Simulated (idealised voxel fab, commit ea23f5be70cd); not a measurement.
process module | voxel transistor to metal
cross-section cut | 190 nm wide | cells 5 nm
A cross-section is a grid of square cells, given in bands from the top down. A band is one or more rows of cells.
Each band's line starts with the height of the band's top and of its bottom, in nm. Then come its materials from left to right, each with its width in nm. One material with "throughout" fills the band from edge to edge. "air" is empty space.
Height 0 is the level under which the wafer as received is all one material. The lowest band goes on downwards, as in "0 down".
A width such as "30 to 40" changes by the same amount from each row of cells to the next, from the band's top row to its bottom row.
"no change" after a step means that no cell of the cross-section changed.
closed voids: empty space of 8 cells or more with no open way to the top, each as width x height at its distance from the left edge, in nm
after a step's settings: what the simulator itself notes on the step
overlay nm, on a step with a mask: how far to the right of its planned place the mask lay; to the left if negative
plan
1 op RECEIVE | material Si
2 op CONFORMAL_DEP | material SiO2 | thk nm 5
3 op CONFORMAL_DEP | material SiN | thk nm 10
4 op DIRECTIONAL_DEP | material aC | thk nm 10
5 op PATTERN | tone cover | mask id ACTIVE | material resist | width nm 115 | thk nm 25 | overlay nm 0
6 op DIRECTIONAL_ETCH | etch materials aC | depth nm 10
7 op STRIP | etch materials resist
8 op DIRECTIONAL_ETCH | etch materials SiN | depth nm 10
9 op DIRECTIONAL_ETCH | etch materials SiO2 | depth nm 5
10 op DIRECTIONAL_ETCH | etch materials Si | depth nm 35
11 op STRIP | etch materials aC
12 op FILL_DEP | material SiO2 | thk nm 5
13 op CMP | height nm 15
14 op SELECTIVE_ETCH | etch materials SiO2 | depth nm 10
15 op STRIP | etch materials SiN
16 op SELECTIVE_ETCH | etch materials SiO2 | depth nm 5
17 op OXIDIZE | depth nm 5
18 op DIRECTIONAL_DEP | material polySi | thk nm 25
19 op DIRECTIONAL_DEP | material SiCN | thk nm 10
20 op MASKED_ETCH | tone cover | mask id GATE | width nm 25 | etch materials SiCN | depth nm 20 | overlay nm 0
21 op MASKED_ETCH | tone cover | mask id GATE | width nm 25 | etch materials polySi | depth nm 35 | overlay nm 0
22 op CONFORMAL_DEP | material SiN | thk nm 10
23 op DIRECTIONAL_ETCH | etch materials SiN | depth nm 10
24 op DIRECTIONAL_ETCH | etch materials SiO2 | depth nm 5
25 op EPI | material nSi | thk nm 5
26 op FILL_DEP | material SiO2 | thk nm 10
27 op CMP | height nm 25
28 op STRIP | etch materials polySi
29 op SELECTIVE_ETCH | etch materials SiO2 | depth nm 5
30 op CONFORMAL_DEP | material HfO2 | thk nm 5
31 op CONFORMAL_DEP | material TiN | thk nm 5
32 op FILL_DEP | material W | thk nm 5
33 op CMP | height nm 20
34 op DIRECTIONAL_DEP | material SiO2 | thk nm 10
35 op PATTERN | tone open | mask id CONTACT | material resist | width nm 20 | pitch nm 75 | thk nm 20 | overlay nm 0
36 op DIRECTIONAL_ETCH | etch materials SiO2 | depth nm 30
37 op STRIP | etch materials resist
38 op CONFORMAL_DEP | material TiN | thk nm 5
39 op FILL_DEP | material W | thk nm 10
40 op CMP | height nm 30
41 op DIRECTIONAL_DEP | material TiN | thk nm 5
42 op DIRECTIONAL_DEP | material Ru | thk nm 15
43 op PATTERN | tone cover | mask id METAL_1 | material resist | width nm 20 | pitch nm 75 | thk nm 15 | overlay nm 0
44 op DIRECTIONAL_ETCH | etch materials Ru | depth nm 15
45 op DIRECTIONAL_ETCH | etch materials TiN | depth nm 5
46 op STRIP | etch materials resist
47 op CONFORMAL_DEP | material SiN | thk nm 5
48 op FILL_DEP | material lowk | thk nm 5
49 op CMP | height nm 50
50 op CONFORMAL_DEP | material SiN | thk nm 5
as received, after step 1
  0 down: Si throughout
  closed voids: none
a wafer at the end: this start, this plan, one mistake
  55 to 50: SiN throughout
  50 to 35: Ru 45 | SiN 5 | lowk 10 | SiN 5 | Ru 55 | SiN 5 | lowk 10 | SiN 5 | Ru 50
  35 to 30: TiN 45 | SiN 20 | TiN 55 | SiN 20 | TiN 50
  30 to 20: SiO2 45 | TiN 5 | W 10 | TiN 5 | SiO2 55 | TiN 5 | W 10 | TiN 5 | SiO2 50
  20 to 5: SiO2 45 | TiN 5 | W 10 | TiN 5 | SiO2 5 | SiN 10 | HfO2 5 | TiN 5 | W 5 | TiN 5 | HfO2 5 | SiN 10 | SiO2 5 | TiN 5 | W 10 | TiN 5 | SiO2 50
  5 to 0: SiO2 45 | TiN 20 | SiO2 5 | SiN 10 | HfO2 5 | TiN 15 | HfO2 5 | SiN 10 | SiO2 5 | TiN 20 | SiO2 50
  0 to -5: SiO2 30 | nSi 40 | SiO2 5 | HfO2 35 | SiO2 5 | nSi 40 | SiO2 35
  -5 to -35: SiO2 35 | Si 115 | SiO2 40
  -35 down: Si throughout
  closed voids: none
what went wrong: step 43 ran as: op PATTERN | tone open | mask id METAL_1 | material resist | width nm 20 | pitch nm 75 | thk nm 15 | overlay nm 0
